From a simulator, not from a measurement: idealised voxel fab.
Name of the process module below: voxel lift off
Square cell edge 5 nm, section width 285 nm, ID cut.
Notation: cross-section as square-cell grid; stated in bands, top first, going down; one or more cell rows per band. First you get the band's top height and its bottom height, in nm, and then the materials it's made of, left to right, with each width in nm. If you see a single material with "edge to edge", that one covers the band edge to edge. "air" is empty space. For the purposes of this specification, 0 denotes the height below which the wafer in its as-received condition is composed wholly of one material, and the lowermost band, lacking a lower limit, extends downward without end, as expressed in "0 -> down". A width given as "30 to 40" starts at the first number in the band's top row and ends at the second number in its bottom row, shifting by an equal amount at every step from row to row. Where a step carries "nothing different", the cross-section came out of it unchanged, cell for cell. Voids not open to the top, 8 cells minimum: see "Enclosed void entries". Written width x height at distance; distance is from the left edge; nm. Past the settings on a step's line: simulator remark, on that step. overlay nm: how far to the right of its planned place the mask lay on this masked step (negative: to the left).

### Listed below are the process steps as planned
1,RECEIVE,material Si
2,CONFORMAL_DEP,material SiO2,thk nm 5
3,PATTERN,tone open,mask id LINES,material resist,width nm 15,pitch nm 30,thk nm 20,overlay nm 0
4,DIRECTIONAL_DEP,material Ru,thk nm 10
5,STRIP,etch materials resist
6,CONFORMAL_DEP,material SiO2,thk nm 5
The value of thk nm given for step 6 in the plan refers to the first wafer; the wafers vary in this setting and are alike at the start.

### Cross-section of the first of several received wafers, showing its state after step 1
- 0 -> down | Si edge to edge
- Enclosed void entries: none

### Below is a per-wafer table. In it, each row describes the wafer at the end of the module by giving, for each material, the number of cells gained (+) or lost (-) since the wafer was received, and after that the closed voids of the wafer
thk nm 5, +18 Ru, +126 SiO2, Enclosed void entries: none
thk nm 10, +18 Ru, +191 SiO2, Enclosed void entries: none
thk nm 15, +18 Ru, +252 SiO2, Enclosed void entries: none
thk nm 20, +18 Ru, +313 SiO2, Enclosed void entries: none
